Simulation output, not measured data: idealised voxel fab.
Presented below is a process module, voxel quadruple lines.
Section cut is 230 nm wide and gridded with 5 nm square cells.
If you're reading a cross-section in this doc, picture square cells in a grid; it comes to you as bands, top ones listed first down to the bottom, and a band can be one or more rows of cells. A band entry consists of two parts. The first gives the height of the band's top and the height of its bottom, in nm. The rest lists the band's materials from left to right, each with its width in nm. A single material labelled with the word "full width" fills the band from edge to edge, and the word "blank" marks empty space. Ref level 0: as-received wafer is one material below here. Bottom band extends down with no lower bound ("from 0 down"). A width given as "30..40" starts at the first number in the band's top row and ends at the second number in its bottom row, shifting by an equal amount at every step from row to row. A step reported as "no modifications" is a step in which no cell of the cross-section changed. "Closed void catalog" enumerates empty spaces isolated from the top, with no open way to it, that contain at least 8 cells, giving each as width x height at distance from the left edge, all three in nm. Read whatever lies past the settings on a step's line as the simulator's own remark about the step. The setting "overlay nm" may be written on the line of a step. When the step uses a mask, the value reports how far to the right of the planned place the mask lay, and a negative value reports that it lay to the left.
## The steps planned for the process are as follows
1 RECEIVE (material Si)
2 CONFORMAL_DEP (material Al2O3; thk nm 10)
3 DIRECTIONAL_DEP (material W; thk nm 15)
4 DIRECTIONAL_DEP (material polySi; thk nm 20)
5 DIRECTIONAL_DEP (material aC; thk nm 20)
6 PATTERN (tone cover; mask id MANDREL; material resist; width nm 35; pitch nm 100; thk nm 30; overlay nm 0)
7 DIRECTIONAL_ETCH (etch materials aC; depth nm 20)
8 STRIP (etch materials resist)
9 CONFORMAL_DEP (material SiO2; thk nm 15)
10 DIRECTIONAL_ETCH (etch materials SiO2; depth nm 15)
11 STRIP (etch materials aC)
12 DIRECTIONAL_ETCH (etch materials polySi; depth nm 20)
13 STRIP (etch materials SiO2)
14 CONFORMAL_DEP (material SiCN; thk nm 10)
15 DIRECTIONAL_ETCH (etch materials SiCN; depth nm 10)
16 STRIP (etch materials polySi)
17 DIRECTIONAL_ETCH (etch materials W; depth nm 15)
18 STRIP (etch materials SiCN)
19 FILL_DEP (material lowk; thk nm 5)
20 CMP (height nm 25)
## Below: the first of two wafers, run as planned
## Here's what the wafer looked like in cross-section when it arrived - that's after step 1
  from 0 down = Si full width
  Closed void catalog: none
## After step 2, in cross-section
  from 10 to 0 = Al2O3 full width
  Everything under 0 stays put, no change at all.
## After step 3, in cross-section
  from 25 to 10 = W full width
  Everything under 10 stays put, no change at all.
## After step 4, in cross-section
  from 45 to 25 = polySi full width
  Everything under 25 stays put, no change at all.
## After step 5, in cross-section
  from 65 to 45 = aC full width
  Everything under 45 stays put, no change at all.
## After step 6, in cross-section
  from 95 to 65 = 45 of blank  35 of resist  65 of blank  35 of resist  50 of blank
  Everything under 65 stays put, no change at all.
## After step 7, in cross-section
  from 75 to 65 = 45 of blank  35 of resist  65 of blank  35 of resist  50 of blank
  from 65 to 45 = 45 of blank  35 of aC  65 of blank  35 of aC  50 of blank
  Everything under 45 stays put, no change at all.
## After step 8, in cross-section
  from 65 to 45 = 45 of blank  35 of aC  65 of blank  35 of aC  50 of blank
  Everything under 45 stays put, no change at all.
## After step 9, in cross-section
  from 80 to 65 = 30 of blank  65 of SiO2  35 of blank  65 of SiO2  35 of blank
  from 65 to 60 = 30 of blank  15 of SiO2  35 of aC  15 of SiO2  35 of blank  15 of SiO2  35 of aC  15 of SiO2  35 of blank
  from 60 to 45 = 45 of SiO2  35 of aC  65 of SiO2  35 of aC  50 of SiO2
  Everything under 45 stays put, no change at all.
## After step 10, in cross-section
  from 65 to 45 = 30 of blank  15 of SiO2  35 of aC  15 of SiO2  35 of blank  15 of SiO2  35 of aC  15 of SiO2  35 of blank
  Everything under 45 stays put, no change at all.
## After step 11, in cross-section
  from 65 to 45 = 30 of blank  15 of SiO2  35 of blank  15 of SiO2  35 of blank  15 of SiO2  35 of blank  15 of SiO2  35 of blank
  Everything under 45 stays put, no change at all.
## After step 12, in cross-section
  from 65 to 45 = 30 of blank  15 of SiO2  35 of blank  15 of SiO2  35 of blank  15 of SiO2  35 of blank  15 of SiO2  35 of blank
  from 45 to 25 = 30 of blank  15 of polySi  35 of blank  15 of polySi  35 of blank  15 of polySi  35 of blank  15 of polySi  35 of blank
  Everything under 25 stays put, no change at all.
## After step 13, in cross-section
  from 45 to 25 = 30 of blank  15 of polySi  35 of blank  15 of polySi  35 of blank  15 of polySi  35 of blank  15 of polySi  35 of blank
  Everything under 25 stays put, no change at all.
## After step 14, in cross-section
  from 55 to 45 = 20 of blank  35 of SiCN  15 of blank  35 of SiCN  15 of blank  35 of SiCN  15 of blank  35 of SiCN  25 of blank
  from 45 to 35 = 20 of blank  10 of SiCN  15 of polySi  10 of SiCN  15 of blank  10 of SiCN  15 of polySi  10 of SiCN  15 of blank  10 of SiCN  15 of polySi  10 of SiCN  15 of blank  10 of SiCN  15 of polySi  10 of SiCN  25 of blank
  from 35 to 25 = 30 of SiCN  15 of polySi  35 of SiCN  15 of polySi  35 of SiCN  15 of polySi  35 of SiCN  15 of polySi  35 of SiCN
  Everything under 25 stays put, no change at all.
## After step 15, in cross-section
  from 45 to 25 = 20 of blank  10 of SiCN  15 of polySi  10 of SiCN  15 of blank  10 of SiCN  15 of polySi  10 of SiCN  15 of blank  10 of SiCN  15 of polySi  10 of SiCN  15 of blank  10 of SiCN  15 of polySi  10 of SiCN  25 of blank
  Everything under 25 stays put, no change at all.
## After step 16, in cross-section
  from 45 to 25 = 20 of blank  10 of SiCN  15 of blank  10 of SiCN  15 of blank  10 of SiCN  15 of blank  10 of SiCN  15 of blank  10 of SiCN  15 of blank  10 of SiCN  15 of blank  10 of SiCN  15 of blank  10 of SiCN  25 of blank
  Everything under 25 stays put, no change at all.
## After step 17, in cross-section
  from 45 to 25 = 20 of blank  10 of SiCN  15 of blank  10 of SiCN  15 of blank  10 of SiCN  15 of blank  10 of SiCN  15 of blank  10 of SiCN  15 of blank  10 of SiCN  15 of blank  10 of SiCN  15 of blank  10 of SiCN  25 of blank
  from 25 to 10 = 20 of blank  10 of W  15 of blank  10 of W  15 of blank  10 of W  15 of blank  10 of W  15 of blank  10 of W  15 of blank  10 of W  15 of blank  10 of W  15 of blank  10 of W  25 of blank
  Everything under 10 stays put, no change at all.
## After step 18, in cross-section
  from 25 to 10 = 20 of blank  10 of W  15 of blank  10 of W  15 of blank  10 of W  15 of blank  10 of W  15 of blank  10 of W  15 of blank  10 of W  15 of blank  10 of W  15 of blank  10 of W  25 of blank
  Everything under 10 stays put, no change at all.
## After step 19, in cross-section
  from 30 to 25 = lowk full width
  from 25 to 10 = 20 of lowk  10 of W  15 of lowk  10 of W  15 of lowk  10 of W  15 of lowk  10 of W  15 of lowk  10 of W  15 of lowk  10 of W  15 of lowk  10 of W  15 of lowk  10 of W  25 of lowk
  Everything under 10 stays put, no change at all.
## After step 20, in cross-section
  from 25 to 10 = 20 of lowk  10 of W  15 of lowk  10 of W  15 of lowk  10 of W  15 of lowk  10 of W  15 of lowk  10 of W  15 of lowk  10 of W  15 of lowk  10 of W  15 of lowk  10 of W  25 of lowk
  Everything under 10 stays put, no change at all.
## The remaining wafer, second of the two, started like the first and was run to the same plan, except that one mistake was made along the way; the two coincide through step 17, inclusive
Second wafer, section view, time point: scheduled end of step 18: no modifications
## Second wafer, section view, time point: scheduled end of step 19
  from 50 to 45 = lowk full width
  from 45 to 25 = 20 of lowk  10 of SiCN  15 of lowk  10 of SiCN  15 of lowk  10 of SiCN  15 of lowk  10 of SiCN  15 of lowk  10 of SiCN  15 of lowk  10 of SiCN  15 of lowk  10 of SiCN  15 of lowk  10 of SiCN  25 of lowk
  from 25 to 10 = 20 of lowk  10 of W  15 of lowk  10 of W  15 of lowk  10 of W  15 of lowk  10 of W  15 of lowk  10 of W  15 of lowk  10 of W  15 of lowk  10 of W  15 of lowk  10 of W  25 of lowk
  Everything under 10 stays put, no change at all.
## Second wafer, section view, time point: scheduled end of step 20
  from 25 to 10 = 20 of lowk  10 of W  15 of lowk  10 of W  15 of lowk  10 of W  15 of lowk  10 of W  15 of lowk  10 of W  15 of lowk  10 of W  15 of lowk  10 of W  15 of lowk  10 of W  25 of lowk
  Everything under 10 stays put, no change at all.
Where did the run depart from the plan? step 18 of the plan got skipped, so it never ran
It should be noted that the final cross-sections of the two wafers coincide, and the mistake therefore has no effect on the output of this model.
